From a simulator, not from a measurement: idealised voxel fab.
The document below concerns the process module designated voxel wiring stack.
For reference, the cross-section in this document is cut, with width 225 nm and square cells of 5 nm.
When this document writes out a cross-section, it uses a grid of square cells and lists it as bands, beginning at the top and moving down, with a band standing for one or more rows of cells. First you get the band's top height and its bottom height, in nm, and then the materials it's made of, left to right, with each width in nm. If you see a single material with "throughout", that one covers the band edge to edge. "blank" is empty space. For the purposes of this specification, 0 denotes the height below which the wafer in its as-received condition is composed wholly of one material, and the lowermost band, lacking a lower limit, extends downward without end, as expressed in "0 -> down". Graded width ("30..40"): value in top row of band = first number; value in bottom row = second number; row-to-row change constant. "no modification" (step): cross-section cells unchanged, all of them. For the entry "Enclosed voids", the listed items are empty spaces with no open way to the top whose size is 8 cells or more; each item follows the pattern width x height at distance, where distance is from the left edge and all three are in nm. On each step's line, the part that comes after the settings is the simulator's own comment on the step. "overlay nm" answers the question of how far to the right of plan the mask lay on a step that has a mask, and when it is negative the answer is to the left. Pairs from here to the end. Each: cross-section before one process step, cross-section after it, the latter only as far down as the lowest band that changed. Under each: the step between, and its settings. Mind that the pairs may be taken from different runs of this module on the same starting wafer; whether a pair continues from the pair above depends on its entry headed "Before-step section", and it does only where that entry says so.
Before-step section
* 145 -> 140  55 TiN; 10 blank; 25 TiN; 10 blank; 25 TiN; 10 blank; 25 TiN; 10 blank; 55 TiN
* 140 -> 125  50 SiO2; 5 TiN; 10 blank; 5 TiN; 15 SiO2; 5 TiN; 10 blank; 5 TiN; 15 SiO2; 5 TiN; 10 blank; 5 TiN; 15 SiO2; 5 TiN; 10 blank; 5 TiN; 50 SiO2
* 125 -> 120  50 SiO2; 5 TiN; 5 blank; 10 TiN; 15 SiO2; 5 TiN; 5 blank; 10 TiN; 15 SiO2; 5 TiN; 5 blank; 10 TiN; 15 SiO2; 5 TiN; 5 blank; 10 TiN; 50 SiO2
* 120 -> 110  50 SiO2; 5 TiN; 5 blank; 5 TiN; 20 SiO2; 5 TiN; 5 blank; 5 TiN; 20 SiO2; 5 TiN; 5 blank; 5 TiN; 20 SiO2; 5 TiN; 5 blank; 5 TiN; 55 SiO2
* 110 -> 105  50 SiO2; 15 TiN; 20 SiO2; 15 TiN; 20 SiO2; 15 TiN; 20 SiO2; 15 TiN; 55 SiO2
* 105 -> 100  55 SiCN; 10 TiN; 25 SiCN; 10 TiN; 25 SiCN; 10 TiN; 25 SiCN; 10 TiN; 55 SiCN
* 100 -> 75  45 SiO2; 5 SiCN; 20 W; 5 SiCN; 5 SiO2; 5 SiCN; 20 W; 5 SiCN; 5 SiO2; 5 SiCN; 20 W; 5 SiCN; 5 SiO2; 5 SiCN; 20 W; 5 SiCN; 45 SiO2
* 75 -> 70  50 SiCN; 20 TiN; 15 SiCN; 20 TiN; 15 SiCN; 20 TiN; 15 SiCN; 20 TiN; 50 SiCN
* 70 -> 50  50 lowk; 15 Ru; 20 lowk; 15 Ru; 20 lowk; 15 Ru; 20 lowk; 15 Ru; 55 lowk
* 50 -> 45  50 SiCN; 15 Ru; 20 SiCN; 15 Ru; 20 SiCN; 15 Ru; 20 SiCN; 15 Ru; 55 SiCN
* 45 -> 20  50 lowk; 5 TiN; 10 Cu; 5 TiN; 15 lowk; 5 TiN; 10 Cu; 5 TiN; 15 lowk; 5 TiN; 10 Cu; 5 TiN; 15 lowk; 5 TiN; 10 Cu; 5 TiN; 50 lowk
* 20 -> 15  50 SiN; 20 TiN; 15 SiN; 20 TiN; 15 SiN; 20 TiN; 15 SiN; 20 TiN; 50 SiN
* 15 -> 0  SiO2 throughout
* 0 -> down  Si throughout
* Enclosed voids: none
Cross-Section After Step
* 150 -> 145  Cu throughout
* 145 -> 140  55 TiN; 10 Cu; 25 TiN; 10 Cu; 25 TiN; 10 Cu; 25 TiN; 10 Cu; 55 TiN
* 140 -> 125  50 SiO2; 5 TiN; 10 Cu; 5 TiN; 15 SiO2; 5 TiN; 10 Cu; 5 TiN; 15 SiO2; 5 TiN; 10 Cu; 5 TiN; 15 SiO2; 5 TiN; 10 Cu; 5 TiN; 50 SiO2
* 125 -> 120  50 SiO2; 5 TiN; 5 Cu; 10 TiN; 15 SiO2; 5 TiN; 5 Cu; 10 TiN; 15 SiO2; 5 TiN; 5 Cu; 10 TiN; 15 SiO2; 5 TiN; 5 Cu; 10 TiN; 50 SiO2
* 120 -> 110  50 SiO2; 5 TiN; 5 Cu; 5 TiN; 20 SiO2; 5 TiN; 5 Cu; 5 TiN; 20 SiO2; 5 TiN; 5 Cu; 5 TiN; 20 SiO2; 5 TiN; 5 Cu; 5 TiN; 55 SiO2
* Below 110, the layers are the same as they were.
* Enclosed voids: none
The two cross-sections above are separated by a single process step, namely FILL_DEP with material Cu, thk nm 5
Before-step section: no separate figure, the pair right above already shows it after its step.
Cross-Section After Step
* 140 -> 125  50 SiO2; 5 TiN; 10 Cu; 5 TiN; 15 SiO2; 5 TiN; 10 Cu; 5 TiN; 15 SiO2; 5 TiN; 10 Cu; 5 TiN; 15 SiO2; 5 TiN; 10 Cu; 5 TiN; 50 SiO2
* Below 125, the layers are the same as they were.
* Enclosed voids: none
The two cross-sections above are separated by a single process step, namely CMP with height nm 140
Before-step section: no separate figure, the pair right above already shows it after its step.
Cross-Section After Step
* 145 -> 140  SiCN throughout
* Below 140, the layers are the same as they were.
* Enclosed voids: none
The two cross-sections above are separated by a single process step, namely CONFORMAL_DEP with material SiCN, thk nm 5
Before-step section: no separate figure, the pair right above already shows it after its step.
Cross-Section After Step
* 160 -> 145  lowk throughout
* Below 145, the layers are the same as they were.
* Enclosed voids: none
The two cross-sections above are separated by a single process step, namely DIRECTIONAL_DEP with material lowk, thk nm 15
Before-step section: no separate figure, the pair right above already shows it after its step.
Cross-Section After Step
* 170 -> 160  aC throughout
* Below 160, the layers are the same as they were.
* Enclosed voids: none
The two cross-sections above are separated by a single process step, namely DIRECTIONAL_DEP with material aC, thk nm 10
Before-step section: no separate figure, the pair right above already shows it after its step.
Cross-Section After Step
* 200 -> 170  50 resist; 15 blank; 20 resist; 15 blank; 20 resist; 15 blank; 20 resist; 15 blank; 55 resist
* Below 170, the layers are the same as they were.
* Enclosed voids: none
The two cross-sections above are separated by a single process step, namely PATTERN with tone open, mask id PLUG_3, material resist, width nm 15, pitch nm 35, thk nm 30, overlay nm 0
Before-step section: no separate figure, the pair right above already shows it after its step.
Cross-Section After Step
* 190 -> 170  50 resist; 15 blank; 20 resist; 15 blank; 20 resist; 15 blank; 20 resist; 15 blank; 55 resist
* 170 -> 160  50 aC; 15 blank; 20 aC; 15 blank; 20 aC; 15 blank; 20 aC; 15 blank; 55 aC
* Below 160, the layers are the same as they were.
* Enclosed voids: none
The two cross-sections above are separated by a single process step, namely DIRECTIONAL_ETCH with etch materials aC, depth nm 10
Before-step section: no separate figure, the pair right above already shows it after its step.
Cross-Section After Step
* 170 -> 160  50 aC; 15 blank; 20 aC; 15 blank; 20 aC; 15 blank; 20 aC; 15 blank; 55 aC
* Below 160, the layers are the same as they were.
* Enclosed voids: none
The two cross-sections above are separated by a single process step, namely STRIP with etch materials resist
Before-step section: no separate figure, the pair right above already shows it after its step.
Cross-Section After Step
* 170 -> 160  50 aC; 15 blank; 20 aC; 15 blank; 20 aC; 15 blank; 20 aC; 15 blank; 55 aC
* 160 -> 145  50 lowk; 15 blank; 20 lowk; 15 blank; 20 lowk; 15 blank; 20 lowk; 15 blank; 55 lowk
* Below 145, the layers are the same as they were.
* Enclosed voids: none
The two cross-sections above are separated by a single process step, namely DIRECTIONAL_ETCH with etch materials lowk, depth nm 15
Before-step section: no separate figure, the pair right above already shows it after its step.
Cross-Section After Step
* 170 -> 160  50 aC; 15 blank; 20 aC; 15 blank; 20 aC; 15 blank; 20 aC; 15 blank; 55 aC
* 160 -> 145  50 lowk; 15 blank; 20 lowk; 15 blank; 20 lowk; 15 blank; 20 lowk; 15 blank; 55 lowk
* 145 -> 140  50 SiCN; 15 blank; 20 SiCN; 15 blank; 20 SiCN; 15 blank; 20 SiCN; 15 blank; 55 SiCN
* Below 140, the layers are the same as they were.
* Enclosed voids: none
The two cross-sections above are separated by a single process step, namely DIRECTIONAL_ETCH with etch materials SiCN, depth nm 5
Before-step section: no separate figure, the pair right above already shows it after its step.
Cross-Section After Step
* 160 -> 145  50 lowk; 15 blank; 20 lowk; 15 blank; 20 lowk; 15 blank; 20 lowk; 15 blank; 55 lowk
* Below 145, the layers are the same as they were.
* Enclosed voids: none
The two cross-sections above are separated by a single process step, namely STRIP with etch materials aC
Before-step section: no separate figure, the pair right above already shows it after its step.
Cross-Section After Step
* 160 -> 150  50 lowk; 15 blank; 20 lowk; 15 blank; 20 lowk; 15 blank; 20 lowk; 15 blank; 55 lowk
* 150 -> 145  50 lowk; 15 Ru; 20 lowk; 15 Ru; 20 lowk; 15 Ru; 20 lowk; 15 Ru; 55 lowk
* 145 -> 140  50 SiCN; 15 Ru; 20 SiCN; 15 Ru; 20 SiCN; 15 Ru; 20 SiCN; 15 Ru; 55 SiCN
* Below 140, the layers are the same as they were.
* Enclosed voids: none
The two cross-sections above are separated by a single process step, namely EPI with material Ru, thk nm 10
Before-step section: no separate figure, the pair right above already shows it after its step.
Cross-Section After Step
* 160 -> 145  50 lowk; 15 Ru; 20 lowk; 15 Ru; 20 lowk; 15 Ru; 20 lowk; 15 Ru; 55 lowk
* Below 145, the layers are the same as they were.
* Enclosed voids: none
The two cross-sections above are separated by a single process step, namely EPI with material Ru, thk nm 10
Before-step section: no separate figure, the pair right above already shows it after its step.
Cross-Section After Step
* 165 -> 160  SiCN throughout
* Below 160, the layers are the same as they were.
* Enclosed voids: none
The two cross-sections above are separated by a single process step, namely CONFORMAL_DEP with material SiCN, thk nm 5
Before-step section: no separate figure, the pair right above already shows it after its step.
Cross-Section After Step
* 185 -> 165  lowk throughout
* Below 165, the layers are the same as they were.
* Enclosed voids: none
The two cross-sections above are separated by a single process step, namely DIRECTIONAL_DEP with material lowk, thk nm 20
Before-step section: no separate figure, the pair right above already shows it after its step.
Cross-Section After Step
* 200 -> 185  50 resist; 20 blank; 15 resist; 20 blank; 15 resist; 20 blank; 15 resist; 20 blank; 50 resist
* Below 185, the layers are the same as they were.
* Enclosed voids: none
The two cross-sections above are separated by a single process step, namely PATTERN with tone open, mask id METAL_4, material resist, width nm 20, pitch nm 35, thk nm 15, overlay nm 0
Before-step section: no separate figure, the pair right above already shows it after its step.
Cross-Section After Step
* 200 -> 185  50 resist; 20 blank; 15 resist; 20 blank; 15 resist; 20 blank; 15 resist; 20 blank; 50 resist
* 185 -> 165  50 lowk; 20 blank; 15 lowk; 20 blank; 15 lowk; 20 blank; 15 lowk; 20 blank; 50 lowk
* Below 165, the layers are the same as they were.
* Enclosed voids: none
The two cross-sections above are separated by a single process step, namely DIRECTIONAL_ETCH with etch materials lowk, depth nm 20
Before-step section: no separate figure, the pair right above already shows it after its step.
Cross-Section After Step
* 200 -> 185  50 resist; 20 blank; 15 resist; 20 blank; 15 resist; 20 blank; 15 resist; 20 blank; 50 resist
* 185 -> 165  50 lowk; 20 blank; 15 lowk; 20 blank; 15 lowk; 20 blank; 15 lowk; 20 blank; 50 lowk
* 165 -> 160  50 SiCN; 20 blank; 15 SiCN; 20 blank; 15 SiCN; 20 blank; 15 SiCN; 20 blank; 50 SiCN
* Below 160, the layers are the same as they were.
* Enclosed voids: none
The two cross-sections above are separated by a single process step, namely DIRECTIONAL_ETCH with etch materials SiCN, depth nm 5
Before-step section: no separate figure, the pair right above already shows it after its step.
Cross-Section After Step
* 185 -> 165  50 lowk; 20 blank; 15 lowk; 20 blank; 15 lowk; 20 blank; 15 lowk; 20 blank; 50 lowk
* Below 165, the layers are the same as they were.
* Enclosed voids: none
The two cross-sections above are separated by a single process step, namely STRIP with etch materials resist
Before-step section: no separate figure, the pair right above already shows it after its step.
Cross-Section After Step
* 190 -> 185  55 TiN; 10 blank; 25 TiN; 10 blank; 25 TiN; 10 blank; 25 TiN; 10 blank; 55 TiN
* 185 -> 165  50 lowk; 5 TiN; 10 blank; 5 TiN; 15 lowk; 5 TiN; 10 blank; 5 TiN; 15 lowk; 5 TiN; 10 blank; 5 TiN; 15 lowk; 5 TiN; 10 blank; 5 TiN; 50 lowk
* 165 -> 160  50 SiCN; 20 TiN; 15 SiCN; 20 TiN; 15 SiCN; 20 TiN; 15 SiCN; 20 TiN; 50 SiCN
* Below 160, the layers are the same as they were.
* Enclosed voids: none
The two cross-sections above are separated by a single process step, namely CONFORMAL_DEP with material TiN, thk nm 5
Before-step section: no separate figure, the pair right above already shows it after its step.
Cross-Section After Step
* 195 -> 190  Cu throughout
* 190 -> 185  55 TiN; 10 Cu; 25 TiN; 10 Cu; 25 TiN; 10 Cu; 25 TiN; 10 Cu; 55 TiN
* 185 -> 165  50 lowk; 5 TiN; 10 Cu; 5 TiN; 15 lowk; 5 TiN; 10 Cu; 5 TiN; 15 lowk; 5 TiN; 10 Cu; 5 TiN; 15 lowk; 5 TiN; 10 Cu; 5 TiN; 50 lowk
* Below 165, the layers are the same as they were.
* Enclosed voids: none
The two cross-sections above are separated by a single process step, namely FILL_DEP with material Cu, thk nm 5
Before-step section: no separate figure, the pair right above already shows it after its step.
Cross-Section After Step
* 185 -> 165  50 lowk; 5 TiN; 10 Cu; 5 TiN; 15 lowk; 5 TiN; 10 Cu; 5 TiN; 15 lowk; 5 TiN; 10 Cu; 5 TiN; 15 lowk; 5 TiN; 10 Cu; 5 TiN; 50 lowk
* Below 165, the layers are the same as they were.
* Enclosed voids: none
The two cross-sections above are separated by a single process step, namely CMP with height nm 185
Before-step section: no separate figure, the pair right above already shows it after its step.
Cross-Section After Step
* 190 -> 185  SiN throughout
* Below 185, the layers are the same as they were.
* Enclosed voids: none
The two cross-sections above are separated by a single process step, namely CONFORMAL_DEP with material SiN, thk nm 5
Before-step section
* 140 -> 105  SiO2 throughout
* 105 -> 100  SiCN throughout
* 100 -> 75  45 SiO2; 5 SiCN; 20 W; 5 SiCN; 5 SiO2; 5 SiCN; 20 W; 5 SiCN; 5 SiO2; 5 SiCN; 20 W; 5 SiCN; 5 SiO2; 5 SiCN; 20 W; 5 SiCN; 45 SiO2
* 75 -> 70  50 SiCN; 20 TiN; 15 SiCN; 20 TiN; 15 SiCN; 20 TiN; 15 SiCN; 20 TiN; 50 SiCN
* 70 -> 50  50 lowk; 15 Ru; 20 lowk; 15 Ru; 20 lowk; 15 Ru; 20 lowk; 15 Ru; 55 lowk
* 50 -> 45  50 SiCN; 15 Ru; 20 SiCN; 15 Ru; 20 SiCN; 15 Ru; 20 SiCN; 15 Ru; 55 SiCN
* 45 -> 20  50 lowk; 5 TiN; 10 Cu; 5 TiN; 15 lowk; 5 TiN; 10 Cu; 5 TiN; 15 lowk; 5 TiN; 10 Cu; 5 TiN; 15 lowk; 5 TiN; 10 Cu; 5 TiN; 50 lowk
* 20 -> 15  50 SiN; 20 TiN; 15 SiN; 20 TiN; 15 SiN; 20 TiN; 15 SiN; 20 TiN; 50 SiN
* 15 -> 0  SiO2 throughout
* 0 -> down  Si throughout
* Enclosed voids: none
Cross-Section After Step
* 140 -> 105  55 SiO2; 15 blank; 20 SiO2; 15 blank; 20 SiO2; 15 blank; 20 SiO2; 15 blank; 50 SiO2
* Below 105, the layers are the same as they were.
* Enclosed voids: none
The two cross-sections above are separated by a single process step, namely MASKED_ETCH with tone open, mask id METAL_3_HOLES, width nm 15, pitch nm 35, etch materials SiO2, depth nm 35, overlay nm 5
Before-step section: no separate figure, the pair right above already shows it after its step.
Cross-Section After Step
* 155 -> 140  50 resist; 20 blank; 15 resist; 20 blank; 15 resist; 20 blank; 15 resist; 20 blank; 50 resist
* Below 140, the layers are the same as they were.
* Enclosed voids: none
The two cross-sections above are separated by a single process step, namely PATTERN with tone open, mask id METAL_3, material resist, width nm 20, pitch nm 35, thk nm 15, overlay nm 0
Before-step section: no separate figure, the pair right above already shows it after its step.
Cross-Section After Step
* 155 -> 140  50 resist; 20 blank; 15 resist; 20 blank; 15 resist; 20 blank; 15 resist; 20 blank; 50 resist
* 140 -> 120  50 SiO2; 20 blank; 15 SiO2; 20 blank; 15 SiO2; 20 blank; 15 SiO2; 20 blank; 50 SiO2
* Below 120, the layers are the same as they were.
* Enclosed voids: none
The two cross-sections above are separated by a single process step, namely DIRECTIONAL_ETCH with etch materials SiO2, depth nm 20
Before-step section: no separate figure, the pair right above already shows it after its step.
Cross-Section After Step
* 155 -> 140  50 resist; 20 blank; 15 resist; 20 blank; 15 resist; 20 blank; 15 resist; 20 blank; 50 resist
* 140 -> 120  50 SiO2; 20 blank; 15 SiO2; 20 blank; 15 SiO2; 20 blank; 15 SiO2; 20 blank; 50 SiO2
* 120 -> 105  55 SiO2; 15 blank; 20 SiO2; 15 blank; 20 SiO2; 15 blank; 20 SiO2; 15 blank; 50 SiO2
* 105 -> 100  55 SiCN; 15 blank; 20 SiCN; 15 blank; 20 SiCN; 15 blank; 20 SiCN; 15 blank; 50 SiCN
* Below 100, the layers are the same as they were.
* Enclosed voids: none
The two cross-sections above are separated by a single process step, namely DIRECTIONAL_ETCH with etch materials SiCN, depth nm 5
Before-step section: no separate figure, the pair right above already shows it after its step.
Cross-Section After Step
* 140 -> 120  50 SiO2; 20 blank; 15 SiO2; 20 blank; 15 SiO2; 20 blank; 15 SiO2; 20 blank; 50 SiO2
* Below 120, the layers are the same as they were.
* Enclosed voids: none
The two cross-sections above are separated by a single process step, namely STRIP with etch materials resist
Before-step section: no separate figure, the pair right above already shows it after its step.
Cross-Section After Step
* 145 -> 140  55 TiN; 10 blank; 25 TiN; 10 blank; 25 TiN; 10 blank; 25 TiN; 10 blank; 55 TiN
* 140 -> 125  50 SiO2; 5 TiN; 10 blank; 5 TiN; 15 SiO2; 5 TiN; 10 blank; 5 TiN; 15 SiO2; 5 TiN; 10 blank; 5 TiN; 15 SiO2; 5 TiN; 10 blank; 5 TiN; 50 SiO2
* 125 -> 120  50 SiO2; 10 TiN; 5 blank; 5 TiN; 15 SiO2; 10 TiN; 5 blank; 5 TiN; 15 SiO2; 10 TiN; 5 blank; 5 TiN; 15 SiO2; 10 TiN; 5 blank; 5 TiN; 50 SiO2
* 120 -> 105  55 SiO2; 5 TiN; 5 blank; 5 TiN; 20 SiO2; 5 TiN; 5 blank; 5 TiN; 20 SiO2; 5 TiN; 5 blank; 5 TiN; 20 SiO2; 5 TiN; 5 blank; 5 TiN; 50 SiO2
* 105 -> 100  55 SiCN; 15 TiN; 20 SiCN; 15 TiN; 20 SiCN; 15 TiN; 20 SiCN; 15 TiN; 50 SiCN
* Below 100, the layers are the same as they were.
* Enclosed voids: none
The two cross-sections above are separated by a single process step, namely CONFORMAL_DEP with material TiN, thk nm 5
Before-step section: no separate figure, the pair right above already shows it after its step.
Cross-Section After Step
* 150 -> 145  Cu throughout
* 145 -> 140  55 TiN; 10 Cu; 25 TiN; 10 Cu; 25 TiN; 10 Cu; 25 TiN; 10 Cu; 55 TiN
* 140 -> 125  50 SiO2; 5 TiN; 10 Cu; 5 TiN; 15 SiO2; 5 TiN; 10 Cu; 5 TiN; 15 SiO2; 5 TiN; 10 Cu; 5 TiN; 15 SiO2; 5 TiN; 10 Cu; 5 TiN; 50 SiO2
* 125 -> 120  50 SiO2; 10 TiN; 5 Cu; 5 TiN; 15 SiO2; 10 TiN; 5 Cu; 5 TiN; 15 SiO2; 10 TiN; 5 Cu; 5 TiN; 15 SiO2; 10 TiN; 5 Cu; 5 TiN; 50 SiO2
* 120 -> 105  55 SiO2; 5 TiN; 5 Cu; 5 TiN; 20 SiO2; 5 TiN; 5 Cu; 5 TiN; 20 SiO2; 5 TiN; 5 Cu; 5 TiN; 20 SiO2; 5 TiN; 5 Cu; 5 TiN; 50 SiO2
* Below 105, the layers are the same as they were.
* Enclosed voids: none
The two cross-sections above are separated by a single process step, namely FILL_DEP with material Cu, thk nm 5
Before-step section: no separate figure, the pair right above already shows it after its step.
Cross-Section After Step
* 140 -> 125  50 SiO2; 5 TiN; 10 Cu; 5 TiN; 15 SiO2; 5 TiN; 10 Cu; 5 TiN; 15 SiO2; 5 TiN; 10 Cu; 5 TiN; 15 SiO2; 5 TiN; 10 Cu; 5 TiN; 50 SiO2
* Below 125, the layers are the same as they were.
* Enclosed voids: none
The two cross-sections above are separated by a single process step, namely CMP with height nm 140
Before-step section: no separate figure, the pair right above already shows it after its step.
Cross-Section After Step
* 145 -> 140  SiCN throughout
* Below 140, the layers are the same as they were.
* Enclosed voids: none
The two cross-sections above are separated by a single process step, namely CONFORMAL_DEP with material SiCN, thk nm 5
Before-step section: no separate figure, the pair right above already shows it after its step.
Cross-Section After Step
* 160 -> 145  lowk throughout
* Below 145, the layers are the same as they were.
* Enclosed voids: none
The two cross-sections above are separated by a single process step, namely DIRECTIONAL_DEP with material lowk, thk nm 15
Before-step section: no separate figure, the pair right above already shows it after its step.
Cross-Section After Step
* 170 -> 160  aC throughout
* Below 160, the layers are the same as they were.
* Enclosed voids: none
The two cross-sections above are separated by a single process step, namely DIRECTIONAL_DEP with material aC, thk nm 10
Before-step section: no separate figure, the pair right above already shows it after its step.
Cross-Section After Step
* 200 -> 170  50 resist; 15 blank; 20 resist; 15 blank; 20 resist; 15 blank; 20 resist; 15 blank; 55 resist
* Below 170, the layers are the same as they were.
* Enclosed voids: none
The two cross-sections above are separated by a single process step, namely PATTERN with tone open, mask id PLUG_3, material resist, width nm 15, pitch nm 35, thk nm 30, overlay nm 0
Before-step section: no separate figure, the pair right above already shows it after its step.
Cross-Section After Step
* 190 -> 170  50 resist; 15 blank; 20 resist; 15 blank; 20 resist; 15 blank; 20 resist; 15 blank; 55 resist
* 170 -> 160  50 aC; 15 blank; 20 aC; 15 blank; 20 aC; 15 blank; 20 aC; 15 blank; 55 aC
* Below 160, the layers are the same as they were.
* Enclosed voids: none
The two cross-sections above are separated by a single process step, namely DIRECTIONAL_ETCH with etch materials aC, depth nm 10
Before-step section: no separate figure, the pair right above already shows it after its step.
Cross-Section After Step
* 170 -> 160  50 aC; 15 blank; 20 aC; 15 blank; 20 aC; 15 blank; 20 aC; 15 blank; 55 aC
* Below 160, the layers are the same as they were.
* Enclosed voids: none
The two cross-sections above are separated by a single process step, namely STRIP with etch materials resist
Before-step section: no separate figure, the pair right above already shows it after its step.
Cross-Section After Step
* 170 -> 160  50 aC; 15 blank; 20 aC; 15 blank; 20 aC; 15 blank; 20 aC; 15 blank; 55 aC
* 160 -> 145  50 lowk; 15 blank; 20 lowk; 15 blank; 20 lowk; 15 blank; 20 lowk; 15 blank; 55 lowk
* Below 145, the layers are the same as they were.
* Enclosed voids: none
The two cross-sections above are separated by a single process step, namely DIRECTIONAL_ETCH with etch materials lowk, depth nm 15
Before-step section: no separate figure, the pair right above already shows it after its step.
Cross-Section After Step
* 170 -> 160  50 aC; 15 blank; 20 aC; 15 blank; 20 aC; 15 blank; 20 aC; 15 blank; 55 aC
* 160 -> 145  50 lowk; 15 blank; 20 lowk; 15 blank; 20 lowk; 15 blank; 20 lowk; 15 blank; 55 lowk
* 145 -> 140  50 SiCN; 15 blank; 20 SiCN; 15 blank; 20 SiCN; 15 blank; 20 SiCN; 15 blank; 55 SiCN
* Below 140, the layers are the same as they were.
* Enclosed voids: none
The two cross-sections above are separated by a single process step, namely DIRECTIONAL_ETCH with etch materials SiCN, depth nm 5
Before-step section: no separate figure, the pair right above already shows it after its step.
Cross-Section After Step
* 160 -> 145  50 lowk; 15 blank; 20 lowk; 15 blank; 20 lowk; 15 blank; 20 lowk; 15 blank; 55 lowk
* Below 145, the layers are the same as they were.
* Enclosed voids: none
The two cross-sections above are separated by a single process step, namely STRIP with etch materials aC
Before-step section: no separate figure, the pair right above already shows it after its step.
Cross-Section After Step
* 160 -> 150  50 lowk; 15 blank; 20 lowk; 15 blank; 20 lowk; 15 blank; 20 lowk; 15 blank; 55 lowk
* 150 -> 145  50 lowk; 15 Ru; 20 lowk; 15 Ru; 20 lowk; 15 Ru; 20 lowk; 15 Ru; 55 lowk
* 145 -> 140  50 SiCN; 15 Ru; 20 SiCN; 15 Ru; 20 SiCN; 15 Ru; 20 SiCN; 15 Ru; 55 SiCN
* Below 140, the layers are the same as they were.
* Enclosed voids: none
The two cross-sections above are separated by a single process step, namely EPI with material Ru, thk nm 10
Before-step section: no separate figure, the pair right above already shows it after its step.
Cross-Section After Step
* 160 -> 145  50 lowk; 15 Ru; 20 lowk; 15 Ru; 20 lowk; 15 Ru; 20 lowk; 15 Ru; 55 lowk
* Below 145, the layers are the same as they were.
* Enclosed voids: none
The two cross-sections above are separated by a single process step, namely EPI with material Ru, thk nm 10
Before-step section: no separate figure, the pair right above already shows it after its step.
Cross-Section After Step
* 165 -> 160  SiCN throughout
* Below 160, the layers are the same as they were.
* Enclosed voids: none
The two cross-sections above are separated by a single process step, namely CONFORMAL_DEP with material SiCN, thk nm 5
Before-step section: no separate figure, the pair right above already shows it after its step.
Cross-Section After Step
* 185 -> 165  lowk throughout
* Below 165, the layers are the same as they were.
* Enclosed voids: none
The two cross-sections above are separated by a single process step, namely DIRECTIONAL_DEP with material lowk, thk nm 20
Before-step section: no separate figure, the pair right above already shows it after its step.
Cross-Section After Step
* 200 -> 185  50 resist; 20 blank; 15 resist; 20 blank; 15 resist; 20 blank; 15 resist; 20 blank; 50 resist
* Below 185, the layers are the same as they were.
* Enclosed voids: none
The two cross-sections above are separated by a single process step, namely PATTERN with tone open, mask id METAL_4, material resist, width nm 20, pitch nm 35, thk nm 15, overlay nm 0
Before-step section: no separate figure, the pair right above already shows it after its step.
Cross-Section After Step
* 200 -> 185  50 resist; 20 blank; 15 resist; 20 blank; 15 resist; 20 blank; 15 resist; 20 blank; 50 resist
* 185 -> 165  50 lowk; 20 blank; 15 lowk; 20 blank; 15 lowk; 20 blank; 15 lowk; 20 blank; 50 lowk
* Below 165, the layers are the same as they were.
* Enclosed voids: none
The two cross-sections above are separated by a single process step, namely DIRECTIONAL_ETCH with etch materials lowk, depth nm 20
Before-step section: no separate figure, the pair right above already shows it after its step.
Cross-Section After Step
* 200 -> 185  50 resist; 20 blank; 15 resist; 20 blank; 15 resist; 20 blank; 15 resist; 20 blank; 50 resist
* 185 -> 165  50 lowk; 20 blank; 15 lowk; 20 blank; 15 lowk; 20 blank; 15 lowk; 20 blank; 50 lowk
* 165 -> 160  50 SiCN; 20 blank; 15 SiCN; 20 blank; 15 SiCN; 20 blank; 15 SiCN; 20 blank; 50 SiCN
* Below 160, the layers are the same as they were.
* Enclosed voids: none
The two cross-sections above are separated by a single process step, namely DIRECTIONAL_ETCH with etch materials SiCN, depth nm 5
Before-step section: no separate figure, the pair right above already shows it after its step.
Cross-Section After Step
* 185 -> 165  50 lowk; 20 blank; 15 lowk; 20 blank; 15 lowk; 20 blank; 15 lowk; 20 blank; 50 lowk
* Below 165, the layers are the same as they were.
* Enclosed voids: none
The two cross-sections above are separated by a single process step, namely STRIP with etch materials resist
Before-step section: no separate figure, the pair right above already shows it after its step.
Cross-Section After Step
* 190 -> 185  55 TiN; 10 blank; 25 TiN; 10 blank; 25 TiN; 10 blank; 25 TiN; 10 blank; 55 TiN
* 185 -> 165  50 lowk; 5 TiN; 10 blank; 5 TiN; 15 lowk; 5 TiN; 10 blank; 5 TiN; 15 lowk; 5 TiN; 10 blank; 5 TiN; 15 lowk; 5 TiN; 10 blank; 5 TiN; 50 lowk
* 165 -> 160  50 SiCN; 20 TiN; 15 SiCN; 20 TiN; 15 SiCN; 20 TiN; 15 SiCN; 20 TiN; 50 SiCN
* Below 160, the layers are the same as they were.
* Enclosed voids: none
The two cross-sections above are separated by a single process step, namely CONFORMAL_DEP with material TiN, thk nm 5
Before-step section: no separate figure, the pair right above already shows it after its step.
Cross-Section After Step
* 195 -> 190  Cu throughout
* 190 -> 185  55 TiN; 10 Cu; 25 TiN; 10 Cu; 25 TiN; 10 Cu; 25 TiN; 10 Cu; 55 TiN
* 185 -> 165  50 lowk; 5 TiN; 10 Cu; 5 TiN; 15 lowk; 5 TiN; 10 Cu; 5 TiN; 15 lowk; 5 TiN; 10 Cu; 5 TiN; 15 lowk; 5 TiN; 10 Cu; 5 TiN; 50 lowk
* Below 165, the layers are the same as they were.
* Enclosed voids: none
The two cross-sections above are separated by a single process step, namely FILL_DEP with material Cu, thk nm 5
Before-step section: no separate figure, the pair right above already shows it after its step.
Cross-Section After Step
* 185 -> 165  50 lowk; 5 TiN; 10 Cu; 5 TiN; 15 lowk; 5 TiN; 10 Cu; 5 TiN; 15 lowk; 5 TiN; 10 Cu; 5 TiN; 15 lowk; 5 TiN; 10 Cu; 5 TiN; 50 lowk
* Below 165, the layers are the same as they were.
* Enclosed voids: none
The two cross-sections above are separated by a single process step, namely CMP with height nm 185
Before-step section: no separate figure, the pair right above already shows it after its step.
Cross-Section After Step
* 190 -> 185  SiN throughout
* Below 185, the layers are the same as they were.
* Enclosed voids: none
The two cross-sections above are separated by a single process step, namely CONFORMAL_DEP with material SiN, thk nm 5
